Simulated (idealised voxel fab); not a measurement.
Process module name: voxel double patterning
Section shown: cut. Width: 255 nm. Cell size: 5 nm, square.
Cross-section layout: square cells on a grid; listed as bands, top to bottom; a band spans one or more cell rows.
Band: top height; bottom height; in nm. Then, left to right: material with width in nm, for each material. "full width": a single material spanning edge to edge. "empty": empty space.
Heights are expressed relative to 0, this being the level below which the as-received wafer comprises one material exclusively. The lowest band is unbounded in the downward direction and is denoted as in "0 down".
Think of "30..40" as a width that walks from the first number to the second as you go down the band, top row to bottom row, taking equal-sized steps from row to row.
Step marked "remained unchanged"? Then no cell in the cross-section changed in it.
Closed-off voids of 8+ cells (no open route to the top) go in "Enclosed void list", written width x height at distance from the left edge, in nm.
On a step's line, text after the settings is the simulator commenting on that step.
overlay nm, on a step with a mask: how far to the right of its planned place the mask lay; to the left if negative
### The planned process steps are enumerated hereunder
1 RECEIVE with material Si
2 CONFORMAL_DEP with material SiN, thk nm 5
3 DIRECTIONAL_DEP with material SiO2, thk nm 10
4 DIRECTIONAL_DEP with material SiCN, thk nm 10
5 MASKED_ETCH with tone open, mask id FIRST, width nm 15, pitch nm 50, etch materials SiCN, depth nm 10, overlay nm 0
6 DIRECTIONAL_DEP with material aC, thk nm 10
7 PATTERN with tone open, mask id SECOND, material resist, width nm 15, pitch nm 50, thk nm 25, overlay nm 0
8 DIRECTIONAL_ETCH with etch materials aC, depth nm 10
9 STRIP with etch materials resist
10 DIRECTIONAL_ETCH with etch materials SiCN, depth nm 10
11 STRIP with etch materials aC
12 DIRECTIONAL_ETCH with etch materials SiO2, depth nm 10
13 STRIP with etch materials SiCN
For clarity, it should be stated that the wafers under discussion commence in an identical condition and differ with respect to the thk nm of step 2, the plan indicating the value that the first wafer had.
### First of several wafers (as received, post step 1), cross-sectional view
  0 down  Si full width
  Enclosed void list: none
### Take any row and you have a wafer at the end of the module: how many cells of each material it has gained (+) or lost (-) since it was received, and then its closed voids
thk nm 5; +51 SiN; +72 SiO2; Enclosed void list: none
thk nm 10; +102 SiN; +72 SiO2; Enclosed void list: none
thk nm 15; +153 SiN; +72 SiO2; Enclosed void list: none
thk nm 20; +204 SiN; +72 SiO2; Enclosed void list: none
